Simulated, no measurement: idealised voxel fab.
process module | voxel transistor to metal
cross-section cut | 150 nm wide | cells 5 nm
A cross-section is a grid of square cells, given in bands from the top down. A band is one or more rows of cells.
Each band's line starts with the height of the band's top and of its bottom, in nm. Then come its materials from left to right, each with its width in nm. One material with "throughout" fills the band from edge to edge. "air" is empty space.
Height 0 is the level under which the wafer as received is all one material. The lowest band goes on downwards, as in "0 down".
A width such as "30 to 40" changes by the same amount from each row of cells to the next, from the band's top row to its bottom row.
"no change" after a step means that no cell of the cross-section changed.
closed voids: empty space of 8 cells or more with no open way to the top, each as width x height at its distance from the left edge, in nm
after a step's settings: what the simulator itself notes on the step
overlay nm, on a step with a mask: how far to the right of its planned place the mask lay; to the left if negative
plan
1 op RECEIVE | material Si
2 op CONFORMAL_DEP | material SiO2 | thk nm 5
3 op CONFORMAL_DEP | material SiN | thk nm 10
4 op PATTERN | tone cover | mask id ACTIVE | material resist | width nm 90 | thk nm 15 | overlay nm 0
5 op DIRECTIONAL_ETCH | etch materials SiN | depth nm 10
6 op DIRECTIONAL_ETCH | etch materials SiO2 | depth nm 5
7 op DIRECTIONAL_ETCH | etch materials Si | depth nm 30
8 op STRIP | etch materials resist
9 op FILL_DEP | material SiO2 | thk nm 5
10 op CMP | height nm 15
11 op SELECTIVE_ETCH | etch materials SiO2 | depth nm 5
12 op STRIP | etch materials SiN
13 op SELECTIVE_ETCH | etch materials SiO2 | depth nm 5
14 op OXIDIZE | depth nm 5
15 op DIRECTIONAL_DEP | material polySi | thk nm 30
16 op DIRECTIONAL_DEP | material SiCN | thk nm 15
17 op DIRECTIONAL_DEP | material aC | thk nm 15
18 op PATTERN | tone cover | mask id GATE | material resist | width nm 20 | thk nm 35 | overlay nm 0
19 op DIRECTIONAL_ETCH | etch materials aC | depth nm 15
20 op STRIP | etch materials resist
21 op DIRECTIONAL_ETCH | etch materials SiCN | depth nm 25
22 op DIRECTIONAL_ETCH | etch materials polySi | depth nm 40
23 op STRIP | etch materials aC
24 op CONFORMAL_DEP | material SiN | thk nm 5
25 op DIRECTIONAL_ETCH | etch materials SiN | depth nm 5
26 op DIRECTIONAL_ETCH | etch materials SiO2 | depth nm 5
27 op DIRECTIONAL_ETCH | etch materials Si | depth nm 10
28 op EPI | material SiGe | thk nm 15
29 op FILL_DEP | material SiO2 | thk nm 10
30 op CMP | height nm 45
31 op DIRECTIONAL_DEP | material SiO2 | thk nm 15
32 op DIRECTIONAL_DEP | material aC | thk nm 15
33 op PATTERN | tone open | mask id CONTACT | material resist | width nm 15 | pitch nm 65 | thk nm 35 | overlay nm 0
34 op DIRECTIONAL_ETCH | etch materials aC | depth nm 15
35 op STRIP | etch materials resist
36 op DIRECTIONAL_ETCH | etch materials SiO2 | depth nm 60
37 op STRIP | etch materials aC
38 op CONFORMAL_DEP | material TiN | thk nm 5
39 op FILL_DEP | material Ru | thk nm 5
40 op CMP | height nm 60
41 op CONFORMAL_DEP | material SiN | thk nm 5
42 op DIRECTIONAL_DEP | material SiO2 | thk nm 25
43 op MASKED_ETCH | tone open | mask id METAL_1 | width nm 15 | pitch nm 65 | etch materials SiO2 | depth nm 25 | overlay nm 0
44 op MASKED_ETCH | tone open | mask id METAL_1 | width nm 15 | pitch nm 65 | etch materials SiN | depth nm 5 | overlay nm 0
45 op CONFORMAL_DEP | material TiN | thk nm 5
46 op FILL_DEP | material Ru | thk nm 5
47 op CMP | height nm 90
48 op CONFORMAL_DEP | material SiCN | thk nm 5
first wafer, as planned
as received, after step 1
  0 down: Si throughout
  closed voids: none
after step 2
  5 to 0: SiO2 throughout
  below 0: unchanged
after step 3
  15 to 5: SiN throughout
  below 5: unchanged
after step 4
  30 to 15: air 30 | resist 90 | air 30
  below 15: unchanged
after step 5
  30 to 15: air 30 | resist 90 | air 30
  15 to 5: air 30 | SiN 90 | air 30
  below 5: unchanged
after step 6
  30 to 15: air 30 | resist 90 | air 30
  15 to 5: air 30 | SiN 90 | air 30
  5 to 0: air 30 | SiO2 90 | air 30
  below 0: unchanged
after step 7
  30 to 15: air 30 | resist 90 | air 30
  15 to 5: air 30 | SiN 90 | air 30
  5 to 0: air 30 | SiO2 90 | air 30
  0 to -30: air 30 | Si 90 | air 30
  below -30: unchanged
after step 8
  15 to 5: air 30 | SiN 90 | air 30
  below 5: unchanged
after step 9
  20 to 15: SiO2 throughout
  15 to 5: SiO2 30 | SiN 90 | SiO2 30
  5 to 0: SiO2 throughout
  0 to -30: SiO2 30 | Si 90 | SiO2 30
  below -30: unchanged
after step 10
  15 to 5: SiO2 30 | SiN 90 | SiO2 30
  below 5: unchanged
after step 11
  15 to 10: air 30 | SiN 90 | air 30
  below 10: unchanged
after step 12
  10 to 5: SiO2 30 | air 90 | SiO2 30
  below 5: unchanged
after step 13
  5 to 0: SiO2 25 | air 100 | SiO2 25
  below 0: unchanged
after step 14
  5 to 0: SiO2 25 | air 100 | SiO2 25
  0 to -5: SiO2 throughout
  below -5: unchanged
after step 15
  35 to 30: polySi 25 | air 100 | polySi 25
  30 to 5: polySi throughout
  5 to 0: SiO2 25 | polySi 100 | SiO2 25
  below 0: unchanged
after step 16
  50 to 45: SiCN 25 | air 100 | SiCN 25
  45 to 35: SiCN throughout
  35 to 30: polySi 25 | SiCN 100 | polySi 25
  below 30: unchanged
after step 17
  65 to 60: aC 25 | air 100 | aC 25
  60 to 50: aC throughout
  50 to 45: SiCN 25 | aC 100 | SiCN 25
  below 45: unchanged
after step 18
  100 to 65: air 65 | resist 20 | air 65
  65 to 60: aC 25 | air 40 | resist 20 | air 40 | aC 25
  below 60: unchanged
after step 19
  85 to 60: air 65 | resist 20 | air 65
  60 to 50: air 65 | aC 20 | air 65
  50 to 45: SiCN 25 | air 40 | aC 20 | air 40 | SiCN 25
  below 45: unchanged
after step 20
  60 to 50: air 65 | aC 20 | air 65
  below 50: unchanged
after step 21
  60 to 45: air 65 | aC 20 | air 65
  45 to 35: air 65 | SiCN 20 | air 65
  35 to 30: polySi 25 | air 40 | SiCN 20 | air 40 | polySi 25
  below 30: unchanged
after step 22
  60 to 45: air 65 | aC 20 | air 65
  45 to 30: air 65 | SiCN 20 | air 65
  30 to 5: air 65 | polySi 20 | air 65
  5 to 0: SiO2 25 | air 40 | polySi 20 | air 40 | SiO2 25
  below 0: unchanged
after step 23
  45 to 30: air 65 | SiCN 20 | air 65
  below 30: unchanged
after step 24
  50 to 45: air 60 | SiN 30 | air 60
  45 to 30: air 60 | SiN 5 | SiCN 20 | SiN 5 | air 60
  30 to 10: air 60 | SiN 5 | polySi 20 | SiN 5 | air 60
  10 to 5: SiN 30 | air 30 | SiN 5 | polySi 20 | SiN 5 | air 30 | SiN 30
  5 to 0: SiO2 25 | SiN 40 | polySi 20 | SiN 40 | SiO2 25
  below 0: unchanged
after step 25
  45 to 30: air 60 | SiN 5 | SiCN 20 | SiN 5 | air 60
  30 to 5: air 60 | SiN 5 | polySi 20 | SiN 5 | air 60
  5 to 0: SiO2 25 | SiN 5 | air 30 | SiN 5 | polySi 20 | SiN 5 | air 30 | SiN 5 | SiO2 25
  below 0: unchanged
after step 26
  45 to 30: air 60 | SiN 5 | SiCN 20 | SiN 5 | air 60
  30 to 5: air 60 | SiN 5 | polySi 20 | SiN 5 | air 60
  5 to 0: air 25 | SiN 5 | air 30 | SiN 5 | polySi 20 | SiN 5 | air 30 | SiN 5 | air 25
  0 to -5: SiO2 30 | air 30 | SiO2 30 | air 30 | SiO2 30
  below -5: unchanged
after step 27
  45 to 30: air 60 | SiN 5 | SiCN 20 | SiN 5 | air 60
  30 to 5: air 60 | SiN 5 | polySi 20 | SiN 5 | air 60
  5 to 0: air 25 | SiN 5 | air 30 | SiN 5 | polySi 20 | SiN 5 | air 30 | SiN 5 | air 25
  0 to -5: SiO2 30 | air 30 | SiO2 30 | air 30 | SiO2 30
  -5 to -15: SiO2 30 | air 30 | Si 30 | air 30 | SiO2 30
  below -15: unchanged
after step 28
  45 to 30: air 60 | SiN 5 | SiCN 20 | SiN 5 | air 60
  30 to 10: air 60 | SiN 5 | polySi 20 | SiN 5 | air 60
  10 to 5: air 45 | SiGe 15 | SiN 5 | polySi 20 | SiN 5 | SiGe 15 | air 45
  5 to 0: air 25 | SiN 5 | air 15 | SiGe 15 | SiN 5 | polySi 20 | SiN 5 | SiGe 15 | air 15 | SiN 5 | air 25
  0 to -5: SiO2 30 | SiGe 30 | SiO2 30 | SiGe 30 | SiO2 30
  -5 to -15: SiO2 30 | SiGe 30 | Si 30 | SiGe 30 | SiO2 30
  below -15: unchanged
after step 29
  55 to 45: SiO2 throughout
  45 to 30: SiO2 60 | SiN 5 | SiCN 20 | SiN 5 | SiO2 60
  30 to 10: SiO2 60 | SiN 5 | polySi 20 | SiN 5 | SiO2 60
  10 to 5: SiO2 45 | SiGe 15 | SiN 5 | polySi 20 | SiN 5 | SiGe 15 | SiO2 45
  5 to 0: SiO2 25 | SiN 5 | SiO2 15 | SiGe 15 | SiN 5 | polySi 20 | SiN 5 | SiGe 15 | SiO2 15 | SiN 5 | SiO2 25
  below 0: unchanged
after step 30
  45 to 30: SiO2 60 | SiN 5 | SiCN 20 | SiN 5 | SiO2 60
  below 30: unchanged
after step 31
  60 to 45: SiO2 throughout
  below 45: unchanged
after step 32
  75 to 60: aC throughout
  below 60: unchanged
after step 33
  110 to 75: resist 35 | air 15 | resist 50 | air 15 | resist 35
  below 75: unchanged
after step 34
  95 to 75: resist 35 | air 15 | resist 50 | air 15 | resist 35
  75 to 60: aC 35 | air 15 | aC 50 | air 15 | aC 35
  below 60: unchanged
after step 35
  75 to 60: aC 35 | air 15 | aC 50 | air 15 | aC 35
  below 60: unchanged
after step 36
  75 to 60: aC 35 | air 15 | aC 50 | air 15 | aC 35
  60 to 45: SiO2 35 | air 15 | SiO2 50 | air 15 | SiO2 35
  45 to 30: SiO2 35 | air 15 | SiO2 10 | SiN 5 | SiCN 20 | SiN 5 | SiO2 10 | air 15 | SiO2 35
  30 to 10: SiO2 35 | air 15 | SiO2 10 | SiN 5 | polySi 20 | SiN 5 | SiO2 10 | air 15 | SiO2 35
  10 to 5: SiO2 35 | air 10 | SiGe 15 | SiN 5 | polySi 20 | SiN 5 | SiGe 15 | air 10 | SiO2 35
  5 to 0: SiO2 25 | SiN 5 | SiO2 5 | air 10 | SiGe 15 | SiN 5 | polySi 20 | SiN 5 | SiGe 15 | air 10 | SiO2 5 | SiN 5 | SiO2 25
  below 0: unchanged
after step 37
  60 to 45: SiO2 35 | air 15 | SiO2 50 | air 15 | SiO2 35
  below 45: unchanged
after step 38
  65 to 60: TiN 40 | air 5 | TiN 60 | air 5 | TiN 40
  60 to 45: SiO2 35 | TiN 5 | air 5 | TiN 5 | SiO2 50 | TiN 5 | air 5 | TiN 5 | SiO2 35
  45 to 30: SiO2 35 | TiN 5 | air 5 | TiN 5 | SiO2 10 | SiN 5 | SiCN 20 | SiN 5 | SiO2 10 | TiN 5 | air 5 | TiN 5 | SiO2 35
  30 to 15: SiO2 35 | TiN 5 | air 5 | TiN 5 | SiO2 10 | SiN 5 | polySi 20 | SiN 5 | SiO2 10 | TiN 5 | air 5 | TiN 5 | SiO2 35
  15 to 10: SiO2 35 | TiN 15 | SiO2 10 | SiN 5 | polySi 20 | SiN 5 | SiO2 10 | TiN 15 | SiO2 35
  10 to 5: SiO2 35 | TiN 10 | SiGe 15 | SiN 5 | polySi 20 | SiN 5 | SiGe 15 | TiN 10 | SiO2 35
  5 to 0: SiO2 25 | SiN 5 | SiO2 5 | TiN 10 | SiGe 15 | SiN 5 | polySi 20 | SiN 5 | SiGe 15 | TiN 10 | SiO2 5 | SiN 5 | SiO2 25
  below 0: unchanged
after step 39
  70 to 65: Ru throughout
  65 to 60: TiN 40 | Ru 5 | TiN 60 | Ru 5 | TiN 40
  60 to 45: SiO2 35 | TiN 5 | Ru 5 | TiN 5 | SiO2 50 | TiN 5 | Ru 5 | TiN 5 | SiO2 35
  45 to 30: SiO2 35 | TiN 5 | Ru 5 | TiN 5 | SiO2 10 | SiN 5 | SiCN 20 | SiN 5 | SiO2 10 | TiN 5 | Ru 5 | TiN 5 | SiO2 35
  30 to 15: SiO2 35 | TiN 5 | Ru 5 | TiN 5 | SiO2 10 | SiN 5 | polySi 20 | SiN 5 | SiO2 10 | TiN 5 | Ru 5 | TiN 5 | SiO2 35
  below 15: unchanged
after step 40
  60 to 45: SiO2 35 | TiN 5 | Ru 5 | TiN 5 | SiO2 50 | TiN 5 | Ru 5 | TiN 5 | SiO2 35
  below 45: unchanged
after step 41
  65 to 60: SiN throughout
  below 60: unchanged
after step 42
  90 to 65: SiO2 throughout
  below 65: unchanged
after step 43
  90 to 65: SiO2 35 | air 15 | SiO2 50 | air 15 | SiO2 35
  below 65: unchanged
after step 44
  90 to 65: SiO2 35 | air 15 | SiO2 50 | air 15 | SiO2 35
  65 to 60: SiN 35 | air 15 | SiN 50 | air 15 | SiN 35
  below 60: unchanged
after step 45
  95 to 90: TiN 40 | air 5 | TiN 60 | air 5 | TiN 40
  90 to 65: SiO2 35 | TiN 5 | air 5 | TiN 5 | SiO2 50 | TiN 5 | air 5 | TiN 5 | SiO2 35
  65 to 60: SiN 35 | TiN 15 | SiN 50 | TiN 15 | SiN 35
  below 60: unchanged
after step 46
  100 to 95: Ru throughout
  95 to 90: TiN 40 | Ru 5 | TiN 60 | Ru 5 | TiN 40
  90 to 65: SiO2 35 | TiN 5 | Ru 5 | TiN 5 | SiO2 50 | TiN 5 | Ru 5 | TiN 5 | SiO2 35
  below 65: unchanged
after step 47
  90 to 65: SiO2 35 | TiN 5 | Ru 5 | TiN 5 | SiO2 50 | TiN 5 | Ru 5 | TiN 5 | SiO2 35
  below 65: unchanged
after step 48
  95 to 90: SiCN throughout
  below 90: unchanged
second wafer: like start, like plan, one mistake. Through step 13 it matches the first wafer
when step 14 should have ended
  5 to 0: SiO2 25 | air 100 | SiO2 25
  0 to -15: SiO2 throughout
  below -15: unchanged
when step 15 should have ended
  35 to 30: polySi 25 | air 100 | polySi 25
  30 to 5: polySi throughout
  5 to 0: SiO2 25 | polySi 100 | SiO2 25
  below 0: unchanged
when step 16 should have ended
  50 to 45: SiCN 25 | air 100 | SiCN 25
  45 to 35: SiCN throughout
  35 to 30: polySi 25 | SiCN 100 | polySi 25
  below 30: unchanged
when step 17 should have ended
  65 to 60: aC 25 | air 100 | aC 25
  60 to 50: aC throughout
  50 to 45: SiCN 25 | aC 100 | SiCN 25
  below 45: unchanged
when step 18 should have ended
  100 to 65: air 65 | resist 20 | air 65
  65 to 60: aC 25 | air 40 | resist 20 | air 40 | aC 25
  below 60: unchanged
when step 19 should have ended
  85 to 60: air 65 | resist 20 | air 65
  60 to 50: air 65 | aC 20 | air 65
  50 to 45: SiCN 25 | air 40 | aC 20 | air 40 | SiCN 25
  below 45: unchanged
when step 20 should have ended
  60 to 50: air 65 | aC 20 | air 65
  below 50: unchanged
when step 21 should have ended
  60 to 45: air 65 | aC 20 | air 65
  45 to 35: air 65 | SiCN 20 | air 65
  35 to 30: polySi 25 | air 40 | SiCN 20 | air 40 | polySi 25
  below 30: unchanged
when step 22 should have ended
  60 to 45: air 65 | aC 20 | air 65
  45 to 30: air 65 | SiCN 20 | air 65
  30 to 5: air 65 | polySi 20 | air 65
  5 to 0: SiO2 25 | air 40 | polySi 20 | air 40 | SiO2 25
  below 0: unchanged
when step 23 should have ended
  45 to 30: air 65 | SiCN 20 | air 65
  below 30: unchanged
when step 24 should have ended
  50 to 45: air 60 | SiN 30 | air 60
  45 to 30: air 60 | SiN 5 | SiCN 20 | SiN 5 | air 60
  30 to 10: air 60 | SiN 5 | polySi 20 | SiN 5 | air 60
  10 to 5: SiN 30 | air 30 | SiN 5 | polySi 20 | SiN 5 | air 30 | SiN 30
  5 to 0: SiO2 25 | SiN 40 | polySi 20 | SiN 40 | SiO2 25
  below 0: unchanged
when step 25 should have ended
  45 to 30: air 60 | SiN 5 | SiCN 20 | SiN 5 | air 60
  30 to 5: air 60 | SiN 5 | polySi 20 | SiN 5 | air 60
  5 to 0: SiO2 25 | SiN 5 | air 30 | SiN 5 | polySi 20 | SiN 5 | air 30 | SiN 5 | SiO2 25
  below 0: unchanged
when step 26 should have ended
  45 to 30: air 60 | SiN 5 | SiCN 20 | SiN 5 | air 60
  30 to 5: air 60 | SiN 5 | polySi 20 | SiN 5 | air 60
  5 to 0: air 25 | SiN 5 | air 30 | SiN 5 | polySi 20 | SiN 5 | air 30 | SiN 5 | air 25
  0 to -5: SiO2 30 | air 30 | SiO2 30 | air 30 | SiO2 30
  below -5: unchanged
when step 27 should have ended: no change
when step 28 should have ended: no change
when step 29 should have ended
  55 to 45: SiO2 throughout
  45 to 30: SiO2 60 | SiN 5 | SiCN 20 | SiN 5 | SiO2 60
  30 to 5: SiO2 60 | SiN 5 | polySi 20 | SiN 5 | SiO2 60
  5 to 0: SiO2 25 | SiN 5 | SiO2 30 | SiN 5 | polySi 20 | SiN 5 | SiO2 30 | SiN 5 | SiO2 25
  0 to -15: SiO2 throughout
  below -15: unchanged
when step 30 should have ended
  45 to 30: SiO2 60 | SiN 5 | SiCN 20 | SiN 5 | SiO2 60
  below 30: unchanged
when step 31 should have ended
  60 to 45: SiO2 throughout
  below 45: unchanged
when step 32 should have ended
  75 to 60: aC throughout
  below 60: unchanged
when step 33 should have ended
  110 to 75: resist 35 | air 15 | resist 50 | air 15 | resist 35
  below 75: unchanged
when step 34 should have ended
  95 to 75: resist 35 | air 15 | resist 50 | air 15 | resist 35
  75 to 60: aC 35 | air 15 | aC 50 | air 15 | aC 35
  below 60: unchanged
when step 35 should have ended
  75 to 60: aC 35 | air 15 | aC 50 | air 15 | aC 35
  below 60: unchanged
when step 36 should have ended
  75 to 60: aC 35 | air 15 | aC 50 | air 15 | aC 35
  60 to 45: SiO2 35 | air 15 | SiO2 50 | air 15 | SiO2 35
  45 to 30: SiO2 35 | air 15 | SiO2 10 | SiN 5 | SiCN 20 | SiN 5 | SiO2 10 | air 15 | SiO2 35
  30 to 5: SiO2 35 | air 15 | SiO2 10 | SiN 5 | polySi 20 | SiN 5 | SiO2 10 | air 15 | SiO2 35
  5 to 0: SiO2 25 | SiN 5 | SiO2 5 | air 15 | SiO2 10 | SiN 5 | polySi 20 | SiN 5 | SiO2 10 | air 15 | SiO2 5 | SiN 5 | SiO2 25
  below 0: unchanged
when step 37 should have ended
  60 to 45: SiO2 35 | air 15 | SiO2 50 | air 15 | SiO2 35
  below 45: unchanged
when step 38 should have ended
  65 to 60: TiN 40 | air 5 | TiN 60 | air 5 | TiN 40
  60 to 45: SiO2 35 | TiN 5 | air 5 | TiN 5 | SiO2 50 | TiN 5 | air 5 | TiN 5 | SiO2 35
  45 to 30: SiO2 35 | TiN 5 | air 5 | TiN 5 | SiO2 10 | SiN 5 | SiCN 20 | SiN 5 | SiO2 10 | TiN 5 | air 5 | TiN 5 | SiO2 35
  30 to 5: SiO2 35 | TiN 5 | air 5 | TiN 5 | SiO2 10 | SiN 5 | polySi 20 | SiN 5 | SiO2 10 | TiN 5 | air 5 | TiN 5 | SiO2 35
  5 to 0: SiO2 25 | SiN 5 | SiO2 5 | TiN 15 | SiO2 10 | SiN 5 | polySi 20 | SiN 5 | SiO2 10 | TiN 15 | SiO2 5 | SiN 5 | SiO2 25
  below 0: unchanged
when step 39 should have ended
  70 to 65: Ru throughout
  65 to 60: TiN 40 | Ru 5 | TiN 60 | Ru 5 | TiN 40
  60 to 45: SiO2 35 | TiN 5 | Ru 5 | TiN 5 | SiO2 50 | TiN 5 | Ru 5 | TiN 5 | SiO2 35
  45 to 30: SiO2 35 | TiN 5 | Ru 5 | TiN 5 | SiO2 10 | SiN 5 | SiCN 20 | SiN 5 | SiO2 10 | TiN 5 | Ru 5 | TiN 5 | SiO2 35
  30 to 5: SiO2 35 | TiN 5 | Ru 5 | TiN 5 | SiO2 10 | SiN 5 | polySi 20 | SiN 5 | SiO2 10 | TiN 5 | Ru 5 | TiN 5 | SiO2 35
  below 5: unchanged
when step 40 should have ended
  60 to 45: SiO2 35 | TiN 5 | Ru 5 | TiN 5 | SiO2 50 | TiN 5 | Ru 5 | TiN 5 | SiO2 35
  below 45: unchanged
when step 41 should have ended
  65 to 60: SiN throughout
  below 60: unchanged
when step 42 should have ended
  90 to 65: SiO2 throughout
  below 65: unchanged
when step 43 should have ended
  90 to 65: SiO2 35 | air 15 | SiO2 50 | air 15 | SiO2 35
  below 65: unchanged
when step 44 should have ended
  90 to 65: SiO2 35 | air 15 | SiO2 50 | air 15 | SiO2 35
  65 to 60: SiN 35 | air 15 | SiN 50 | air 15 | SiN 35
  below 60: unchanged
when step 45 should have ended
  95 to 90: TiN 40 | air 5 | TiN 60 | air 5 | TiN 40
  90 to 65: SiO2 35 | TiN 5 | air 5 | TiN 5 | SiO2 50 | TiN 5 | air 5 | TiN 5 | SiO2 35
  65 to 60: SiN 35 | TiN 15 | SiN 50 | TiN 15 | SiN 35
  below 60: unchanged
when step 46 should have ended
  100 to 95: Ru throughout
  95 to 90: TiN 40 | Ru 5 | TiN 60 | Ru 5 | TiN 40
  90 to 65: SiO2 35 | TiN 5 | Ru 5 | TiN 5 | SiO2 50 | TiN 5 | Ru 5 | TiN 5 | SiO2 35
  below 65: unchanged
when step 47 should have ended
  90 to 65: SiO2 35 | TiN 5 | Ru 5 | TiN 5 | SiO2 50 | TiN 5 | Ru 5 | TiN 5 | SiO2 35
  below 65: unchanged
when step 48 should have ended
  95 to 90: SiCN throughout
  below 90: unchanged
what went wrong: step 14 ran as: op OXIDIZE | depth nm 15
at the end the second wafer has, in cells: 4 more of Ru | 12 fewer of Si | 48 fewer of SiGe | 56 more of SiO2
